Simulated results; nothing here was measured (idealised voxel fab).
Name of the process module below: voxel gate over fins
For reference, the cross-section in this document is cut, with width 175 nm and square cells of 5 nm.
Each cross-section below is a grid of square cells, stated as bands in top-down order, with one or more rows of cells making up each band. Band: top height; bottom height; in nm. Then, left to right: material with width in nm, for each material. "everywhere": a single material spanning edge to edge. "air": empty space. The level at which height equals 0 is the one under which the wafer, as it arrives, is entirely one material. No lower edge exists for the bottom band, which continues downward and is notated as in "0..down". When a width is written as two numbers, as in "30..40", the first number is the width in the top row of cells of the band and the second is the width in its bottom row, and the width changes by the same amount from each row to the next. When a step is marked "no alteration", none of the cells in the cross-section changed during that step. In the "closed voids" entry, you get each enclosed empty space of 8 cells or more, one with no open way to the top, written width x height at distance, distance from the left edge, in nm. Note: text after step settings on the step line = simulator remark on that step. "overlay nm" on a masked step: distance the mask lay right of its planned place, negative for left.

# Process steps - plan
| 1 | RECEIVE: material Si |
| 2 | CONFORMAL_DEP: material SiN, thk nm 10 |
| 3 | PATTERN: tone cover, mask id FINS, material resist, width nm 15, pitch nm 35, thk nm 20, overlay nm 0 |
| 4 | DIRECTIONAL_ETCH: etch materials SiN, depth nm 10 |
| 5 | DIRECTIONAL_ETCH: etch materials Si, depth nm 30 |
| 6 | STRIP: etch materials resist |
| 7 | OXIDIZE: depth nm 5 |
| 8 | FILL_DEP: material SiO2, thk nm 15 |
| 9 | CMP: height nm 10 |
| 10 | SELECTIVE_ETCH: etch materials SiO2, depth nm 25 |
| 11 | STRIP: etch materials SiN |
| 12 | CONFORMAL_DEP: material HfO2, thk nm 5 |
| 13 | CONFORMAL_DEP: material TiN, thk nm 5 |
| 14 | CONFORMAL_DEP: material TiAl, thk nm 5 |
| 15 | CONFORMAL_DEP: material TiN, thk nm 5 |
| 16 | FILL_DEP: material W, thk nm 15 |
| 17 | CMP: height nm 30 |
| 18 | CONFORMAL_DEP: material SiCN, thk nm 10 |

# Received-state cross-section, reflecting completion of step 1
  0..down | Si everywhere
  closed voids: none

# The first of two wafers, cross-sectioned at the end of the module, with the run proceeding as planned
  40..30 | SiCN everywhere
  30..20 | W everywhere
  20..15 | W: 30; TiN: 115; W: 30
  15..10 | W: 30; TiN: 5; TiAl: 105; TiN: 5; W: 30
  10..5 | W: 30; TiN: 5; TiAl: 5; TiN: 25; TiAl: 10; TiN: 25; TiAl: 10; TiN: 25; TiAl: 5; TiN: 5; W: 30
  5..0 | TiN: 35; TiAl: 5; TiN: 5; HfO2: 15; TiN: 5; TiAl: 10; TiN: 5; HfO2: 15; TiN: 5; TiAl: 10; TiN: 5; HfO2: 15; TiN: 5; TiAl: 5; TiN: 35
  0..-5 | TiAl: 40; TiN: 5; HfO2: 5; Si: 5; HfO2: 5; TiN: 5; TiAl: 10; TiN: 5; HfO2: 5; Si: 5; HfO2: 5; TiN: 5; TiAl: 10; TiN: 5; HfO2: 5; Si: 5; HfO2: 5; TiN: 5; TiAl: 40
  -5..-10 | TiN: 45; HfO2: 5; Si: 5; HfO2: 5; TiN: 20; HfO2: 5; Si: 5; HfO2: 5; TiN: 20; HfO2: 5; Si: 5; HfO2: 5; TiN: 45
  -10..-15 | HfO2: 50; Si: 5; HfO2: 30; Si: 5; HfO2: 30; Si: 5; HfO2: 50
  -15..-35 | SiO2: 50; Si: 5; SiO2: 30; Si: 5; SiO2: 30; Si: 5; SiO2: 50
  -35..down | Si everywhere
  closed voids: none

# This cross-section belongs to the second wafer of two at the end of the module; the start and the plan were shared with the first, and the run included one mistake
  40..30 | SiCN everywhere
  30..20 | W everywhere
  20..15 | W: 20; TiN: 115; W: 40
  15..10 | W: 20; TiN: 5; TiAl: 105; TiN: 5; W: 40
  10..5 | W: 20; TiN: 5; TiAl: 5; TiN: 25; TiAl: 10; TiN: 25; TiAl: 10; TiN: 25; TiAl: 5; TiN: 5; W: 40
  5..0 | TiN: 25; TiAl: 5; TiN: 5; HfO2: 15; TiN: 5; TiAl: 10; TiN: 5; HfO2: 15; TiN: 5; TiAl: 10; TiN: 5; HfO2: 15; TiN: 5; TiAl: 5; TiN: 45
  0..-5 | TiAl: 30; TiN: 5; HfO2: 5; Si: 5; HfO2: 5; TiN: 5; TiAl: 10; TiN: 5; HfO2: 5; Si: 5; HfO2: 5; TiN: 5; TiAl: 10; TiN: 5; HfO2: 5; Si: 5; HfO2: 5; TiN: 5; TiAl: 50
  -5..-10 | TiN: 35; HfO2: 5; Si: 5; HfO2: 5; TiN: 20; HfO2: 5; Si: 5; HfO2: 5; TiN: 20; HfO2: 5; Si: 5; HfO2: 5; TiN: 55
  -10..-15 | HfO2: 40; Si: 5; HfO2: 30; Si: 5; HfO2: 30; Si: 5; HfO2: 60
  -15..-35 | SiO2: 40; Si: 5; SiO2: 30; Si: 5; SiO2: 30; Si: 5; SiO2: 60
  -35..down | Si everywhere
  closed voids: none
Where did the run depart from the plan? contrary to plan, step 3 was performed as PATTERN: tone cover, mask id FINS, material resist, width nm 15, pitch nm 35, thk nm 20, overlay nm -10
Cell counts per material: same on both final wafers. Positions: different.
